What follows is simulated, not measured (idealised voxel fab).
Process module under the name voxel transistor to metal
Cross-sectional view cut (width: 190 nm; square cell size: 5 nm).
This document writes a cross-section as a grid whose cells are square, and gives it as bands, listed from the top down; one or more rows of cells form a band. It is stipulated that each band's entry specify, in nanometres, the height of the top of the band and then that of its bottom, followed by the materials of the band in left-to-right sequence, each together with its width in nanometres. A single material marked by the word "full width" is understood to fill the band from edge to edge; the word "blank" is understood to denote empty space. A quick word on heights: they are counted from 0, and under that level the wafer as it came to us is one material throughout. The lowest band is different from the rest in having no bottom; it simply continues downward, written as in "0..down". Width: "30->40" (first number = top row, second number = bottom row, same change from row to row of cells). Key: "no change" - step with no changed cell in the cross-section. Enclosed empty spaces: empty space of 8 cells or more with no open way to the top, each as width x height at its distance from the left edge, in nm. If you see something after the settings on a step's line, that's the simulator's own remark about that step. The line of a step may include "overlay nm". On a step with a mask, this value is how far to the right of its planned place the mask lay. A negative value means the mask lay to the left.

[List of planned process steps]
1: RECEIVE | material Si
2: CONFORMAL_DEP | material SiO2 | thk nm 5
3: CONFORMAL_DEP | material SiN | thk nm 15
4: MASKED_ETCH | tone cover | mask id ACTIVE | width nm 115 | etch materials SiN | depth nm 15 | overlay nm 0
5: MASKED_ETCH | tone cover | mask id ACTIVE | width nm 115 | etch materials SiO2 | depth nm 5 | overlay nm 0
6: MASKED_ETCH | tone cover | mask id ACTIVE | width nm 115 | etch materials Si | depth nm 30 | overlay nm 0
7: OXIDIZE | depth nm 5
8: FILL_DEP | material SiO2 | thk nm 10
9: CMP | height nm 20
10: SELECTIVE_ETCH | etch materials SiO2 | depth nm 15
11: STRIP | etch materials SiN
12: SELECTIVE_ETCH | etch materials SiO2 | depth nm 5
13: OXIDIZE | depth nm 5
14: DIRECTIONAL_DEP | material polySi | thk nm 25
15: DIRECTIONAL_DEP | material SiCN | thk nm 10
16: PATTERN | tone cover | mask id GATE | material resist | width nm 25 | thk nm 20 | overlay nm 0
17: DIRECTIONAL_ETCH | etch materials SiCN | depth nm 20
18: DIRECTIONAL_ETCH | etch materials polySi | depth nm 35
19: STRIP | etch materials resist
20: CONFORMAL_DEP | material SiO2 | thk nm 5
21: DIRECTIONAL_ETCH | etch materials SiO2 | depth nm 5
22: CONFORMAL_DEP | material SiN | thk nm 5
23: DIRECTIONAL_ETCH | etch materials SiN | depth nm 5
24: DIRECTIONAL_ETCH | etch materials SiO2 | depth nm 5
25: EPI | material pSi | thk nm 5
26: FILL_DEP | material SiO2 | thk nm 10
27: CMP | height nm 35
28: DIRECTIONAL_DEP | material SiO2 | thk nm 10
29: MASKED_ETCH | tone open | mask id CONTACT | width nm 15 | pitch nm 80 | etch materials SiO2 | depth nm 45 | overlay nm 0
30: CONFORMAL_DEP | material TiN | thk nm 5
31: FILL_DEP | material Ru | thk nm 5
32: CMP | height nm 45
33: DIRECTIONAL_DEP | material TiN | thk nm 5
34: DIRECTIONAL_DEP | material W | thk nm 25
35: MASKED_ETCH | tone cover | mask id METAL_1 | width nm 15 | pitch nm 80 | etch materials W | depth nm 25 | overlay nm 0
36: MASKED_ETCH | tone cover | mask id METAL_1 | width nm 15 | pitch nm 80 | etch materials TiN | depth nm 5 | overlay nm 0
37: CONFORMAL_DEP | material SiCN | thk nm 5
38: FILL_DEP | material SiO2 | thk nm 5
39: CMP | height nm 75
40: CONFORMAL_DEP | material SiN | thk nm 5

[First of two wafers, processed according to plan]

[Wafer cross-section on receipt, i.e. after step 1]
> 0..down  Si full width
> Enclosed empty spaces: none

[You're looking at a cross-section of the wafer after step 2]
> 5..0  SiO2 full width
> Lower than 0, everything is as it was.

[You're looking at a cross-section of the wafer after step 3]
> 20..5  SiN full width
> Lower than 5, everything is as it was.

[You're looking at a cross-section of the wafer after step 4]
> 20..5  35 blank, 115 SiN, 40 blank
> Lower than 5, everything is as it was.

[You're looking at a cross-section of the wafer after step 5]
> 20..5  35 blank, 115 SiN, 40 blank
> 5..0  35 blank, 115 SiO2, 40 blank
> Lower than 0, everything is as it was.

[You're looking at a cross-section of the wafer after step 6]
> 20..5  35 blank, 115 SiN, 40 blank
> 5..0  35 blank, 115 SiO2, 40 blank
> 0..-30  35 blank, 115 Si, 40 blank
> Lower than -30, everything is as it was.

[You're looking at a cross-section of the wafer after step 7]
> 20..5  35 blank, 115 SiN, 40 blank
> 5..0  35 blank, 115 SiO2, 40 blank
> 0..-30  35 blank, 5 SiO2, 105 Si, 5 SiO2, 40 blank
> -30..-35  40 SiO2, 105 Si, 45 SiO2
> Lower than -35, everything is as it was.

[You're looking at a cross-section of the wafer after step 8]
> 30..20  SiO2 full width
> 20..5  35 SiO2, 115 SiN, 40 SiO2
> 5..0  SiO2 full width
> 0..-35  40 SiO2, 105 Si, 45 SiO2
> Lower than -35, everything is as it was.

[You're looking at a cross-section of the wafer after step 9]
> 20..5  35 SiO2, 115 SiN, 40 SiO2
> Lower than 5, everything is as it was.

[You're looking at a cross-section of the wafer after step 10]
> 20..5  35 blank, 115 SiN, 40 blank
> Lower than 5, everything is as it was.

[You're looking at a cross-section of the wafer after step 11]
> 5..0  SiO2 full width
> Lower than 0, everything is as it was.

[You're looking at a cross-section of the wafer after step 12]
> 0..-35  40 SiO2, 105 Si, 45 SiO2
> Lower than -35, everything is as it was.

[You're looking at a cross-section of the wafer after step 13]
> 0..-5  SiO2 full width
> Lower than -5, everything is as it was.

[You're looking at a cross-section of the wafer after step 14]
> 25..0  polySi full width
> Lower than 0, everything is as it was.

[You're looking at a cross-section of the wafer after step 15]
> 35..25  SiCN full width
> Lower than 25, everything is as it was.

[You're looking at a cross-section of the wafer after step 16]
> 55..35  80 blank, 25 resist, 85 blank
> Lower than 35, everything is as it was.

[You're looking at a cross-section of the wafer after step 17]
> 55..35  80 blank, 25 resist, 85 blank
> 35..25  80 blank, 25 SiCN, 85 blank
> Lower than 25, everything is as it was.

[You're looking at a cross-section of the wafer after step 18]
> 55..35  80 blank, 25 resist, 85 blank
> 35..25  80 blank, 25 SiCN, 85 blank
> 25..0  80 blank, 25 polySi, 85 blank
> Lower than 0, everything is as it was.

[You're looking at a cross-section of the wafer after step 19]
> 35..25  80 blank, 25 SiCN, 85 blank
> Lower than 25, everything is as it was.

[You're looking at a cross-section of the wafer after step 20]
> 40..35  75 blank, 35 SiO2, 80 blank
> 35..25  75 blank, 5 SiO2, 25 SiCN, 5 SiO2, 80 blank
> 25..5  75 blank, 5 SiO2, 25 polySi, 5 SiO2, 80 blank
> 5..0  80 SiO2, 25 polySi, 85 SiO2
> Lower than 0, everything is as it was.

[You're looking at a cross-section of the wafer after step 21]
> 35..25  75 blank, 5 SiO2, 25 SiCN, 5 SiO2, 80 blank
> 25..0  75 blank, 5 SiO2, 25 polySi, 5 SiO2, 80 blank
> Lower than 0, everything is as it was.

[You're looking at a cross-section of the wafer after step 22]
> 40..35  70 blank, 45 SiN, 75 blank
> 35..25  70 blank, 5 SiN, 5 SiO2, 25 SiCN, 5 SiO2, 5 SiN, 75 blank
> 25..5  70 blank, 5 SiN, 5 SiO2, 25 polySi, 5 SiO2, 5 SiN, 75 blank
> 5..0  75 SiN, 5 SiO2, 25 polySi, 5 SiO2, 80 SiN
> Lower than 0, everything is as it was.

[You're looking at a cross-section of the wafer after step 23]
> 35..25  70 blank, 5 SiN, 5 SiO2, 25 SiCN, 5 SiO2, 5 SiN, 75 blank
> 25..0  70 blank, 5 SiN, 5 SiO2, 25 polySi, 5 SiO2, 5 SiN, 75 blank
> Lower than 0, everything is as it was.

[You're looking at a cross-section of the wafer after step 24]
> 35..30  70 blank, 5 SiN, 5 blank, 25 SiCN, 5 blank, 5 SiN, 75 blank
> 30..25  70 blank, 5 SiN, 5 SiO2, 25 SiCN, 5 SiO2, 5 SiN, 75 blank
> 25..0  70 blank, 5 SiN, 5 SiO2, 25 polySi, 5 SiO2, 5 SiN, 75 blank
> 0..-5  70 blank, 45 SiO2, 75 blank
> Lower than -5, everything is as it was.

[You're looking at a cross-section of the wafer after step 25]
> 35..30  70 blank, 5 SiN, 5 blank, 25 SiCN, 5 blank, 5 SiN, 75 blank
> 30..25  70 blank, 5 SiN, 5 SiO2, 25 SiCN, 5 SiO2, 5 SiN, 75 blank
> 25..0  70 blank, 5 SiN, 5 SiO2, 25 polySi, 5 SiO2, 5 SiN, 75 blank
> 0..-5  35 blank, 35 pSi, 45 SiO2, 35 pSi, 40 blank
> Lower than -5, everything is as it was.

[You're looking at a cross-section of the wafer after step 26]
> 45..35  SiO2 full width
> 35..25  70 SiO2, 5 SiN, 5 SiO2, 25 SiCN, 5 SiO2, 5 SiN, 75 SiO2
> 25..0  70 SiO2, 5 SiN, 5 SiO2, 25 polySi, 5 SiO2, 5 SiN, 75 SiO2
> 0..-5  35 SiO2, 35 pSi, 45 SiO2, 35 pSi, 40 SiO2
> Lower than -5, everything is as it was.

[You're looking at a cross-section of the wafer after step 27]
> 35..25  70 SiO2, 5 SiN, 5 SiO2, 25 SiCN, 5 SiO2, 5 SiN, 75 SiO2
> Lower than 25, everything is as it was.

[You're looking at a cross-section of the wafer after step 28]
> 45..35  SiO2 full width
> Lower than 35, everything is as it was.

[You're looking at a cross-section of the wafer after step 29]
> 45..35  45 SiO2, 15 blank, 65 SiO2, 15 blank, 50 SiO2
> 35..25  45 SiO2, 15 blank, 10 SiO2, 5 SiN, 5 SiO2, 25 SiCN, 5 SiO2, 5 SiN, 10 SiO2, 15 blank, 50 SiO2
> 25..0  45 SiO2, 15 blank, 10 SiO2, 5 SiN, 5 SiO2, 25 polySi, 5 SiO2, 5 SiN, 10 SiO2, 15 blank, 50 SiO2
> Lower than 0, everything is as it was.

[You're looking at a cross-section of the wafer after step 30]
> 50..45  50 TiN, 5 blank, 75 TiN, 5 blank, 55 TiN
> 45..35  45 SiO2, 5 TiN, 5 blank, 5 TiN, 65 SiO2, 5 TiN, 5 blank, 5 TiN, 50 SiO2
> 35..25  45 SiO2, 5 TiN, 5 blank, 5 TiN, 10 SiO2, 5 SiN, 5 SiO2, 25 SiCN, 5 SiO2, 5 SiN, 10 SiO2, 5 TiN, 5 blank, 5 TiN, 50 SiO2
> 25..5  45 SiO2, 5 TiN, 5 blank, 5 TiN, 10 SiO2, 5 SiN, 5 SiO2, 25 polySi, 5 SiO2, 5 SiN, 10 SiO2, 5 TiN, 5 blank, 5 TiN, 50 SiO2
> 5..0  45 SiO2, 15 TiN, 10 SiO2, 5 SiN, 5 SiO2, 25 polySi, 5 SiO2, 5 SiN, 10 SiO2, 15 TiN, 50 SiO2
> Lower than 0, everything is as it was.

[You're looking at a cross-section of the wafer after step 31]
> 55..50  Ru full width
> 50..45  50 TiN, 5 Ru, 75 TiN, 5 Ru, 55 TiN
> 45..35  45 SiO2, 5 TiN, 5 Ru, 5 TiN, 65 SiO2, 5 TiN, 5 Ru, 5 TiN, 50 SiO2
> 35..25  45 SiO2, 5 TiN, 5 Ru, 5 TiN, 10 SiO2, 5 SiN, 5 SiO2, 25 SiCN, 5 SiO2, 5 SiN, 10 SiO2, 5 TiN, 5 Ru, 5 TiN, 50 SiO2
> 25..5  45 SiO2, 5 TiN, 5 Ru, 5 TiN, 10 SiO2, 5 SiN, 5 SiO2, 25 polySi, 5 SiO2, 5 SiN, 10 SiO2, 5 TiN, 5 Ru, 5 TiN, 50 SiO2
> Lower than 5, everything is as it was.

[You're looking at a cross-section of the wafer after step 32]
> 45..35  45 SiO2, 5 TiN, 5 Ru, 5 TiN, 65 SiO2, 5 TiN, 5 Ru, 5 TiN, 50 SiO2
> Lower than 35, everything is as it was.

[You're looking at a cross-section of the wafer after step 33]
> 50..45  TiN full width
> Lower than 45, everything is as it was.

[You're looking at a cross-section of the wafer after step 34]
> 75..50  W full width
> Lower than 50, everything is as it was.

[You're looking at a cross-section of the wafer after step 35]
> 75..50  45 blank, 15 W, 65 blank, 15 W, 50 blank
> Lower than 50, everything is as it was.

[You're looking at a cross-section of the wafer after step 36]
> 75..50  45 blank, 15 W, 65 blank, 15 W, 50 blank
> 50..45  45 blank, 15 TiN, 65 blank, 15 TiN, 50 blank
> Lower than 45, everything is as it was.

[You're looking at a cross-section of the wafer after step 37]
> 80..75  40 blank, 25 SiCN, 55 blank, 25 SiCN, 45 blank
> 75..50  40 blank, 5 SiCN, 15 W, 5 SiCN, 55 blank, 5 SiCN, 15 W, 5 SiCN, 45 blank
> 50..45  45 SiCN, 15 TiN, 65 SiCN, 15 TiN, 50 SiCN
> Lower than 45, everything is as it was.

[You're looking at a cross-section of the wafer after step 38]
> 85..80  SiO2 full width
> 80..75  40 SiO2, 25 SiCN, 55 SiO2, 25 SiCN, 45 SiO2
> 75..50  40 SiO2, 5 SiCN, 15 W, 5 SiCN, 55 SiO2, 5 SiCN, 15 W, 5 SiCN, 45 SiO2
> Lower than 50, everything is as it was.

[You're looking at a cross-section of the wafer after step 39]
> 75..50  40 SiO2, 5 SiCN, 15 W, 5 SiCN, 55 SiO2, 5 SiCN, 15 W, 5 SiCN, 45 SiO2
> Lower than 50, everything is as it was.

[You're looking at a cross-section of the wafer after step 40]
> 80..75  SiN full width
> Lower than 75, everything is as it was.

[Wafer two. Same start, same plan, one slip in execution. Same as wafer one through step 34, inclusive]

[Cross-section of the second wafer at the time by which step 35 should have been completed according to the plan]
> 75..50  40 blank, 15 W, 65 blank, 15 W, 55 blank
> Lower than 50, everything is as it was.

[Cross-section of the second wafer at the time by which step 36 should have been completed according to the plan]
> 75..50  40 blank, 15 W, 65 blank, 15 W, 55 blank
> 50..45  40 blank, 20 TiN, 60 blank, 20 TiN, 50 blank
> Lower than 45, everything is as it was.

[Cross-section of the second wafer at the time by which step 37 should have been completed according to the plan]
> 80..75  35 blank, 25 SiCN, 55 blank, 25 SiCN, 50 blank
> 75..55  35 blank, 5 SiCN, 15 W, 5 SiCN, 55 blank, 5 SiCN, 15 W, 5 SiCN, 50 blank
> 55..50  35 blank, 5 SiCN, 15 W, 10 SiCN, 50 blank, 5 SiCN, 15 W, 10 SiCN, 45 blank
> 50..45  40 SiCN, 20 TiN, 60 SiCN, 20 TiN, 50 SiCN
> Lower than 45, everything is as it was.

[Cross-section of the second wafer at the time by which step 38 should have been completed according to the plan]
> 85..80  SiO2 full width
> 80..75  35 SiO2, 25 SiCN, 55 SiO2, 25 SiCN, 50 SiO2
> 75..55  35 SiO2, 5 SiCN, 15 W, 5 SiCN, 55 SiO2, 5 SiCN, 15 W, 5 SiCN, 50 SiO2
> 55..50  35 SiO2, 5 SiCN, 15 W, 10 SiCN, 50 SiO2, 5 SiCN, 15 W, 10 SiCN, 45 SiO2
> Lower than 50, everything is as it was.

[Cross-section of the second wafer at the time by which step 39 should have been completed according to the plan]
> 75..55  35 SiO2, 5 SiCN, 15 W, 5 SiCN, 55 SiO2, 5 SiCN, 15 W, 5 SiCN, 50 SiO2
> Lower than 55, everything is as it was.

[Cross-section of the second wafer at the time by which step 40 should have been completed according to the plan]
> 80..75  SiN full width
> Lower than 75, everything is as it was.
Where did the run depart from the plan? step 35 was run on a setting that differed from the plan, and what really ran there is MASKED_ETCH | tone cover | mask id METAL_1 | width nm 15 | pitch nm 80 | etch materials W | depth nm 25 | overlay nm -5
Wrapping up, a cell-based count of both wafers puts the second over or under the first for these materials: 2 fewer of SiO2 | 2 more of TiN
